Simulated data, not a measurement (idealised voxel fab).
process module | voxel transistor to metal
cross-section cut | 295 nm wide | cells 5 nm
A cross-section is a grid of square cells, given in bands from the top down. A band is one or more rows of cells.
Each band's line starts with the height of the band's top and of its bottom, in nm. Then come its materials from left to right, each with its width in nm. One material with "throughout" fills the band from edge to edge. "air" is empty space.
Height 0 is the level under which the wafer as received is all one material. The lowest band goes on downwards, as in "0 down".
A width such as "30 to 40" changes by the same amount from each row of cells to the next, from the band's top row to its bottom row.
"no change" after a step means that no cell of the cross-section changed.
closed voids: empty space of 8 cells or more with no open way to the top, each as width x height at its distance from the left edge, in nm
after a step's settings: what the simulator itself notes on the step
overlay nm, on a step with a mask: how far to the right of its planned place the mask lay; to the left if negative
plan
1 op RECEIVE | material Si
2 op CONFORMAL_DEP | material SiO2 | thk nm 5
3 op CONFORMAL_DEP | material SiN | thk nm 10
4 op MASKED_ETCH | tone cover | mask id ACTIVE | width nm 115 | pitch nm 145 | etch materials SiN | depth nm 10 | overlay nm 0
5 op MASKED_ETCH | tone cover | mask id ACTIVE | width nm 115 | pitch nm 145 | etch materials SiO2 | depth nm 5 | overlay nm 0
6 op MASKED_ETCH | tone cover | mask id ACTIVE | width nm 115 | pitch nm 145 | etch materials Si | depth nm 30 | overlay nm 0
7 op OXIDIZE | depth nm 5
8 op FILL_DEP | material SiO2 | thk nm 5
9 op CMP | height nm 15
10 op SELECTIVE_ETCH | etch materials SiO2 | depth nm 10
11 op STRIP | etch materials SiN
12 op SELECTIVE_ETCH | etch materials SiO2 | depth nm 5
13 op OXIDIZE | depth nm 5
14 op DIRECTIONAL_DEP | material polySi | thk nm 25
15 op DIRECTIONAL_DEP | material SiCN | thk nm 15
16 op PATTERN | tone cover | mask id GATE | material resist | width nm 35 | pitch nm 145 | thk nm 15 | overlay nm 0
17 op DIRECTIONAL_ETCH | etch materials SiCN | depth nm 25
18 op DIRECTIONAL_ETCH | etch materials polySi | depth nm 35
19 op STRIP | etch materials resist
20 op CONFORMAL_DEP | material SiO2 | thk nm 5
21 op DIRECTIONAL_ETCH | etch materials SiO2 | depth nm 5
22 op CONFORMAL_DEP | material SiN | thk nm 5
23 op DIRECTIONAL_ETCH | etch materials SiN | depth nm 5
24 op DIRECTIONAL_ETCH | etch materials SiO2 | depth nm 5
25 op EPI | material pSi | thk nm 5
26 op FILL_DEP | material SiO2 | thk nm 10
27 op CMP | height nm 25
28 op STRIP | etch materials polySi
29 op SELECTIVE_ETCH | etch materials SiO2 | depth nm 5
30 op CONFORMAL_DEP | material HfO2 | thk nm 5
31 op CONFORMAL_DEP | material TiN | thk nm 5
32 op FILL_DEP | material W | thk nm 10
33 op CMP | height nm 20
34 op DIRECTIONAL_DEP | material SiO2 | thk nm 15
35 op PATTERN | tone open | mask id CONTACT | material resist | width nm 15 | thk nm 15 | overlay nm 0
36 op DIRECTIONAL_ETCH | etch materials SiO2 | depth nm 35
37 op STRIP | etch materials resist
38 op CONFORMAL_DEP | material TiN | thk nm 5
39 op FILL_DEP | material W | thk nm 5
40 op CMP | height nm 35
41 op CONFORMAL_DEP | material SiN | thk nm 5
42 op DIRECTIONAL_DEP | material lowk | thk nm 15
43 op MASKED_ETCH | tone open | mask id METAL_1 | width nm 15 | etch materials lowk | depth nm 15 | overlay nm 0
44 op MASKED_ETCH | tone open | mask id METAL_1 | width nm 15 | etch materials SiN | depth nm 5 | overlay nm 0
45 op CONFORMAL_DEP | material TiN | thk nm 5
46 op FILL_DEP | material Ru | thk nm 5
47 op CMP | height nm 55
48 op EPI | material Ru | thk nm 5
49 op FILL_DEP | material SiCN | thk nm 5
50 op DIRECTIONAL_DEP | material SiO2 | thk nm 35
51 op MASKED_ETCH | tone open | mask id METAL_2 | width nm 15 | pitch nm 145 | etch materials SiO2 | depth nm 20 | overlay nm 0
52 op PATTERN | tone open | mask id METAL_2_HOLES | material resist | width nm 15 | pitch nm 145 | thk nm 15 | overlay nm 0
53 op DIRECTIONAL_ETCH | etch materials SiO2 | depth nm 15
54 op DIRECTIONAL_ETCH | etch materials SiCN | depth nm 5
55 op STRIP | etch materials resist
56 op CONFORMAL_DEP | material TiN | thk nm 5
57 op FILL_DEP | material Cu | thk nm 10
58 op CMP | height nm 100
59 op CONFORMAL_DEP | material SiCN | thk nm 5
as received, after step 1
  0 down: Si throughout
  closed voids: none
first wafer at the end, as planned
  105 to 100: SiCN throughout
  100 to 65: SiO2 20 | TiN 5 | Cu 5 | TiN 5 | SiO2 130 | TiN 5 | Cu 5 | TiN 5 | SiO2 115
  65 to 60: SiCN 20 | TiN 15 | SiCN 130 | TiN 15 | SiCN 115
  60 to 55: SiCN 15 | Ru 25 | SiCN 65 | Ru 25 | SiCN 30 | Ru 25 | SiCN 65 | Ru 25 | SiCN 20
  55 to 40: lowk 20 | TiN 5 | Ru 5 | TiN 5 | lowk 75 | TiN 5 | Ru 5 | TiN 5 | lowk 40 | TiN 5 | Ru 5 | TiN 5 | lowk 75 | TiN 5 | Ru 5 | TiN 5 | lowk 25
  40 to 35: SiN 20 | TiN 15 | SiN 75 | TiN 15 | SiN 40 | TiN 15 | SiN 75 | TiN 15 | SiN 25
  35 to 20: SiO2 20 | TiN 5 | W 5 | TiN 5 | SiO2 75 | TiN 5 | W 5 | TiN 5 | SiO2 40 | TiN 5 | W 5 | TiN 5 | SiO2 75 | TiN 5 | W 5 | TiN 5 | SiO2 25
  20 to 5: SiO2 20 | TiN 5 | W 5 | TiN 5 | SiO2 10 | SiN 5 | HfO2 5 | TiN 5 | W 25 | TiN 5 | HfO2 5 | SiN 5 | SiO2 10 | TiN 5 | W 5 | TiN 5 | SiO2 40 | TiN 5 | W 5 | TiN 5 | SiO2 10 | SiN 5 | HfO2 5 | TiN 5 | W 25 | TiN 5 | HfO2 5 | SiN 5 | SiO2 10 | TiN 5 | W 5 | TiN 5 | SiO2 25
  5 to 0: SiO2 20 | TiN 15 | SiO2 10 | SiN 5 | HfO2 5 | TiN 35 | HfO2 5 | SiN 5 | SiO2 10 | TiN 15 | SiO2 40 | TiN 15 | SiO2 10 | SiN 5 | HfO2 5 | TiN 35 | HfO2 5 | SiN 5 | SiO2 10 | TiN 15 | SiO2 25
  0 to -5: SiO2 15 | pSi 30 | SiO2 5 | HfO2 45 | SiO2 5 | pSi 30 | SiO2 30 | pSi 30 | SiO2 5 | HfO2 45 | SiO2 5 | pSi 30 | SiO2 20
  -5 to -35: SiO2 20 | Si 105 | SiO2 40 | Si 105 | SiO2 25
  -35 down: Si throughout
  closed voids: none
second wafer at the end: like start, like plan, one mistake
  105 to 100: SiCN throughout
  100 to 65: SiO2 20 | TiN 5 | Cu 5 | TiN 5 | SiO2 130 | TiN 5 | Cu 5 | TiN 5 | SiO2 115
  65 to 60: SiCN 20 | TiN 15 | SiCN 130 | TiN 15 | SiCN 115
  60 to 55: SiCN 15 | Ru 25 | SiCN 65 | Ru 25 | SiCN 30 | Ru 25 | SiCN 65 | Ru 25 | SiCN 20
  55 to 40: lowk 20 | TiN 5 | Ru 5 | TiN 5 | lowk 75 | TiN 5 | Ru 5 | TiN 5 | lowk 40 | TiN 5 | Ru 5 | TiN 5 | lowk 75 | TiN 5 | Ru 5 | TiN 5 | lowk 25
  40 to 35: SiN 20 | TiN 15 | SiN 75 | TiN 15 | SiN 40 | TiN 15 | SiN 75 | TiN 15 | SiN 25
  35 to 20: Ru throughout
  20 to 5: SiO2 45 | SiN 5 | HfO2 5 | TiN 5 | W 25 | TiN 5 | HfO2 5 | SiN 5 | SiO2 90 | SiN 5 | HfO2 5 | TiN 5 | W 25 | TiN 5 | HfO2 5 | SiN 5 | SiO2 50
  5 to 0: SiO2 45 | SiN 5 | HfO2 5 | TiN 35 | HfO2 5 | SiN 5 | SiO2 90 | SiN 5 | HfO2 5 | TiN 35 | HfO2 5 | SiN 5 | SiO2 50
  0 to -5: SiO2 15 | pSi 30 | SiO2 5 | HfO2 45 | SiO2 5 | pSi 30 | SiO2 30 | pSi 30 | SiO2 5 | HfO2 45 | SiO2 5 | pSi 30 | SiO2 20
  -5 to -35: SiO2 20 | Si 105 | SiO2 40 | Si 105 | SiO2 25
  -35 down: Si throughout
  closed voids: none
what went wrong: step 34 ran as: op DIRECTIONAL_DEP | material Ru | thk nm 15
at the end the second wafer has, in cells: 177 more of Ru | 93 fewer of SiO2 | 60 fewer of TiN | 24 fewer of W
